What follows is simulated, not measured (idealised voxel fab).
Process module in this document: voxel self aligned vias
Square cells of 5 nm make up the cross-section cut, whose width is 170 nm.
A cross-section is written here as square cells arranged in a grid, and it is given in bands from the top down, each band taking up one or more rows of cells. In this notation a band is specified by the heights of its top and bottom, in that order and in nm, after which its materials appear from left to right, each paired with its width in nm. The word "throughout" attached to a single material means that material fills the band from edge to edge; the word "empty" stands for empty space. Height reference: 0 = level under which incoming wafer is all one material. Lowest band: no bottom, runs on downward, e.g. "0..down". With a width like "30->40", each row of cells in the band differs from the next by the same amount, the top row carrying the first number and the bottom row the second. "identical to before", as given for a step, is the statement that not any cell of the cross-section underwent a change during that step. Closed-off voids of 8+ cells (no open route to the top) go in "Fully closed voids", written width x height at distance from the left edge, in nm. Text after the settings on a step's line: the simulator's own remark on that step. "overlay nm", when on a step's line for a step with a mask, measures how far to the right of its planned place the mask lay; a negative measure means to the left.
Set out below are the planned steps of the process:
step 1: RECEIVE with material Si
step 2: CONFORMAL_DEP with material SiO2, thk nm 15
step 3: CONFORMAL_DEP with material SiCN, thk nm 5
step 4: DIRECTIONAL_DEP with material lowk, thk nm 20
step 5: PATTERN with tone open, mask id LINES, material resist, width nm 20, pitch nm 50, thk nm 20, overlay nm 0
step 6: DIRECTIONAL_ETCH with etch materials lowk, depth nm 20
step 7: STRIP with etch materials resist
step 8: CONFORMAL_DEP with material TiN, thk nm 5
step 9: FILL_DEP with material Ru, thk nm 5
step 10: CMP with height nm 40
step 11: SELECTIVE_ETCH with etch materials W Ru TiN, depth nm 5
step 12: FILL_DEP with material SiN, thk nm 10
step 13: CMP with height nm 40
step 14: DIRECTIONAL_DEP with material lowk, thk nm 15
step 15: MASKED_ETCH with tone open, mask id VIAS, width nm 30, etch materials lowk, depth nm 15, overlay nm 0
step 16: MASKED_ETCH with tone open, mask id VIAS, width nm 30, etch materials SiN, depth nm 5, overlay nm 0
step 17: CONFORMAL_DEP with material TiN, thk nm 5
step 18: FILL_DEP with material Ru, thk nm 10
step 19: CMP with height nm 55
step 20: CONFORMAL_DEP with material SiN, thk nm 5
First wafer out of two, processed as planned:
Received-state cross-section, reflecting completion of step 1:
  0..down | Si throughout
  Fully closed voids: none
The following cross-section depicts the wafer upon completion of step 2:
  15..0 | SiO2 throughout
  Whatever lies below 0 is exactly as it was before.
The following cross-section depicts the wafer upon completion of step 3:
  20..15 | SiCN throughout
  Whatever lies below 15 is exactly as it was before.
The following cross-section depicts the wafer upon completion of step 4:
  40..20 | lowk throughout
  Whatever lies below 20 is exactly as it was before.
The following cross-section depicts the wafer upon completion of step 5:
  60..40 | resist (50) / empty (20) / resist (30) / empty (20) / resist (50)
  Whatever lies below 40 is exactly as it was before.
The following cross-section depicts the wafer upon completion of step 6:
  60..40 | resist (50) / empty (20) / resist (30) / empty (20) / resist (50)
  40..20 | lowk (50) / empty (20) / lowk (30) / empty (20) / lowk (50)
  Whatever lies below 20 is exactly as it was before.
The following cross-section depicts the wafer upon completion of step 7:
  40..20 | lowk (50) / empty (20) / lowk (30) / empty (20) / lowk (50)
  Whatever lies below 20 is exactly as it was before.
The following cross-section depicts the wafer upon completion of step 8:
  45..40 | TiN (55) / empty (10) / TiN (40) / empty (10) / TiN (55)
  40..25 | lowk (50) / TiN (5) / empty (10) / TiN (5) / lowk (30) / TiN (5) / empty (10) / TiN (5) / lowk (50)
  25..20 | lowk (50) / TiN (20) / lowk (30) / TiN (20) / lowk (50)
  Whatever lies below 20 is exactly as it was before.
The following cross-section depicts the wafer upon completion of step 9:
  50..45 | Ru throughout
  45..40 | TiN (55) / Ru (10) / TiN (40) / Ru (10) / TiN (55)
  40..25 | lowk (50) / TiN (5) / Ru (10) / TiN (5) / lowk (30) / TiN (5) / Ru (10) / TiN (5) / lowk (50)
  Whatever lies below 25 is exactly as it was before.
The following cross-section depicts the wafer upon completion of step 10:
  40..25 | lowk (50) / TiN (5) / Ru (10) / TiN (5) / lowk (30) / TiN (5) / Ru (10) / TiN (5) / lowk (50)
  Whatever lies below 25 is exactly as it was before.
The following cross-section depicts the wafer upon completion of step 11:
  40..35 | lowk (50) / empty (20) / lowk (30) / empty (20) / lowk (50)
  Whatever lies below 35 is exactly as it was before.
The following cross-section depicts the wafer upon completion of step 12:
  50..40 | SiN throughout
  40..35 | lowk (50) / SiN (20) / lowk (30) / SiN (20) / lowk (50)
  Whatever lies below 35 is exactly as it was before.
The following cross-section depicts the wafer upon completion of step 13:
  40..35 | lowk (50) / SiN (20) / lowk (30) / SiN (20) / lowk (50)
  Whatever lies below 35 is exactly as it was before.
The following cross-section depicts the wafer upon completion of step 14:
  55..40 | lowk throughout
  Whatever lies below 40 is exactly as it was before.
The following cross-section depicts the wafer upon completion of step 15:
  55..40 | lowk (45) / empty (30) / lowk (95)
  Whatever lies below 40 is exactly as it was before.
The following cross-section depicts the wafer upon completion of step 16:
  55..40 | lowk (45) / empty (30) / lowk (95)
  40..35 | lowk (50) / empty (20) / lowk (30) / SiN (20) / lowk (50)
  Whatever lies below 35 is exactly as it was before.
The following cross-section depicts the wafer upon completion of step 17:
  60..55 | TiN (50) / empty (20) / TiN (100)
  55..45 | lowk (45) / TiN (5) / empty (20) / TiN (5) / lowk (95)
  45..40 | lowk (45) / TiN (10) / empty (10) / TiN (10) / lowk (95)
  40..35 | lowk (50) / TiN (20) / lowk (30) / SiN (20) / lowk (50)
  Whatever lies below 35 is exactly as it was before.
The following cross-section depicts the wafer upon completion of step 18:
  70..60 | Ru throughout
  60..55 | TiN (50) / Ru (20) / TiN (100)
  55..45 | lowk (45) / TiN (5) / Ru (20) / TiN (5) / lowk (95)
  45..40 | lowk (45) / TiN (10) / Ru (10) / TiN (10) / lowk (95)
  Whatever lies below 40 is exactly as it was before.
The following cross-section depicts the wafer upon completion of step 19:
  55..45 | lowk (45) / TiN (5) / Ru (20) / TiN (5) / lowk (95)
  Whatever lies below 45 is exactly as it was before.
The following cross-section depicts the wafer upon completion of step 20:
  60..55 | SiN throughout
  Whatever lies below 55 is exactly as it was before.
The second wafer was prepared from the same starting point and under the same plan as the first; its processing contained one mistake, and it remains indistinguishable from the first wafer up to and including step 19:
Second wafer profile in section, at the moment step 20 of the plan was meant to be complete:
  70..55 | SiN throughout
  Whatever lies below 55 is exactly as it was before.
what went wrong: the process deviated at step 20: the operation and settings actually run there were CONFORMAL_DEP with material SiN, thk nm 15
Final cells, second wafer relative to first, materials higher or lower: 68 more of SiN
